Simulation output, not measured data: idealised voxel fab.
The process module presented herein is designated voxel capacitor over wiring.
The figure presents cross-section cut, which has a width of 160 nm and is divided into square cells with an edge length of 5 nm.
When this document writes out a cross-section, it uses a grid of square cells and lists it as bands, beginning at the top and moving down, with a band standing for one or more rows of cells. Within each band entry, the heights of the top and of the bottom of the band appear first, in that order and in nm; the materials of the band then follow from left to right, each with its corresponding width in nm. The designation "everywhere" on a single material indicates that it fills the band from edge to edge; the designation "empty" indicates empty space. It should be noted that heights are counted from 0, beneath which the wafer as supplied is of one material throughout, and that the lowest band possesses no lower boundary but continues downward, as written in "0 nm and below". Think of "30 to 40" as a width that walks from the first number to the second as you go down the band, top row to bottom row, taking equal-sized steps from row to row. "no modification", as given for a step, is the statement that not any cell of the cross-section underwent a change during that step. Enclosed voids (no open way to top), threshold 8 cells or more, entry "Internal closed voids", notation width x height at distance, distance from left edge, nm. The remark found on a step's line after its settings is issued by the simulator itself and pertains to that step. Steps that use a mask can have "overlay nm" on their line. It says how far the mask sat to the right of where it was meant to be. Negative means to the left.

Process steps - plan:
- 1: RECEIVE (material Si)
- 2: CONFORMAL_DEP (material SiO2; thk nm 10)
- 3: CONFORMAL_DEP (material SiCN; thk nm 5)
- 4: DIRECTIONAL_DEP (material lowk; thk nm 15)
- 5: PATTERN (tone open; mask id METAL_1; material resist; width nm 20; pitch nm 85; thk nm 20; overlay nm 0)
- 6: DIRECTIONAL_ETCH (etch materials lowk; depth nm 15)
- 7: DIRECTIONAL_ETCH (etch materials SiCN; depth nm 5)
- 8: STRIP (etch materials resist)
- 9: CONFORMAL_DEP (material TiN; thk nm 5)
- 10: FILL_DEP (material Cu; thk nm 5)
- 11: CMP (height nm 30)
- 12: EPI (material Ru; thk nm 5)
- 13: FILL_DEP (material SiCN; thk nm 5)
- 14: DIRECTIONAL_DEP (material lowk; thk nm 10)
- 15: PATTERN (tone open; mask id PLUG_1; material resist; width nm 15; thk nm 15; overlay nm 0)
- 16: DIRECTIONAL_ETCH (etch materials lowk; depth nm 10)
- 17: DIRECTIONAL_ETCH (etch materials SiCN; depth nm 5)
- 18: STRIP (etch materials resist)
- 19: EPI (material Ru; thk nm 10)
- 20: EPI (material Ru; thk nm 5)
- 21: DIRECTIONAL_DEP (material TiN; thk nm 10)
- 22: DIRECTIONAL_DEP (material SiN; thk nm 5)
- 23: DIRECTIONAL_DEP (material TiN; thk nm 5)
- 24: MASKED_ETCH (tone cover; mask id UPPER_PLATE; width nm 70; etch materials TiN; depth nm 5; overlay nm 0)
- 25: MASKED_ETCH (tone cover; mask id UPPER_PLATE; width nm 70; etch materials SiN; depth nm 5; overlay nm 0)
- 26: PATTERN (tone cover; mask id LOWER_PLATE; material resist; width nm 80; thk nm 15; overlay nm 0)
- 27: DIRECTIONAL_ETCH (etch materials TiN; depth nm 10)
- 28: STRIP (etch materials resist)
- 29: FILL_DEP (material SiO2; thk nm 15)
- 30: CMP (height nm 80)
- 31: MASKED_ETCH (tone open; mask id PLUG_2; width nm 15; etch materials SiO2; depth nm 10; overlay nm 0)
- 32: CONFORMAL_DEP (material TiN; thk nm 5)
- 33: FILL_DEP (material W; thk nm 10)
- 34: CMP (height nm 80)
- 35: CONFORMAL_DEP (material SiN; thk nm 5)

Cross-section of the incoming wafer, state after step 1:
    0 nm and below  Si everywhere
    Internal closed voids: none

First wafer of two, sectioned at end of module; run went per plan:
    85 nm to 80 nm  SiN everywhere
    80 nm to 75 nm  SiO2: 40  TiN: 5  W: 5  TiN: 5  SiO2: 105
    75 nm to 65 nm  SiO2: 40 to 30  TiN: 15 to 70  SiO2: 105 to 60
    65 nm to 60 nm  SiO2: 30  SiN: 70  SiO2: 60
    60 nm to 50 nm  SiO2: 25  TiN: 80  SiO2: 55
    50 nm to 40 nm  lowk: 30  Ru: 15  lowk: 115
    40 nm to 35 nm  SiCN: 30  Ru: 15  SiCN: 115
    35 nm to 30 nm  SiCN: 20  Ru: 30  SiCN: 55  Ru: 30  SiCN: 25
    30 nm to 15 nm  lowk: 25  TiN: 5  Cu: 10  TiN: 5  lowk: 65  TiN: 5  Cu: 10  TiN: 5  lowk: 30
    15 nm to 10 nm  SiCN: 25  TiN: 20  SiCN: 65  TiN: 20  SiCN: 30
    10 nm to 0 nm  SiO2 everywhere
    0 nm and below  Si everywhere
    Internal closed voids: none

Second wafer cross-section at end of module - shared start and plan with the first, one mistake in the run:
    85 nm to 80 nm  SiN everywhere
    80 nm to 70 nm  SiO2: 40  TiN: 15 to 60  SiO2: 105 to 60
    70 nm to 65 nm  SiO2: 45  SiN: 55  SiO2: 60
    65 nm to 60 nm  SiO2: 25  TiN: 80  SiO2: 55
    60 nm to 55 nm  SiO2: 25  TiN: 5  SiN: 15  TiN: 60  SiO2: 55
    55 nm to 45 nm  lowk: 30  TiN: 15  lowk: 115
    45 nm to 40 nm  lowk everywhere
    40 nm to 35 nm  SiCN everywhere
    35 nm to 30 nm  SiCN: 20  Ru: 30  SiCN: 55  Ru: 30  SiCN: 25
    30 nm to 15 nm  lowk: 25  TiN: 5  Cu: 10  TiN: 5  lowk: 65  TiN: 5  Cu: 10  TiN: 5  lowk: 30
    15 nm to 10 nm  SiCN: 25  TiN: 20  SiCN: 65  TiN: 20  SiCN: 30
    10 nm to 0 nm  SiO2 everywhere
    0 nm and below  Si everywhere
    Internal closed voids: none
Finding, execution versus plan: heads up, step 14 didn't go per plan, it actually ran as DIRECTIONAL_DEP (material lowk; thk nm 15)
Final difference in cells, second wafer against first, listed per material as more or fewer: 9 fewer of Ru; 3 more of SiCN; 24 fewer of SiO2; 1 fewer of TiN; 1 fewer of W; 32 more of lowk
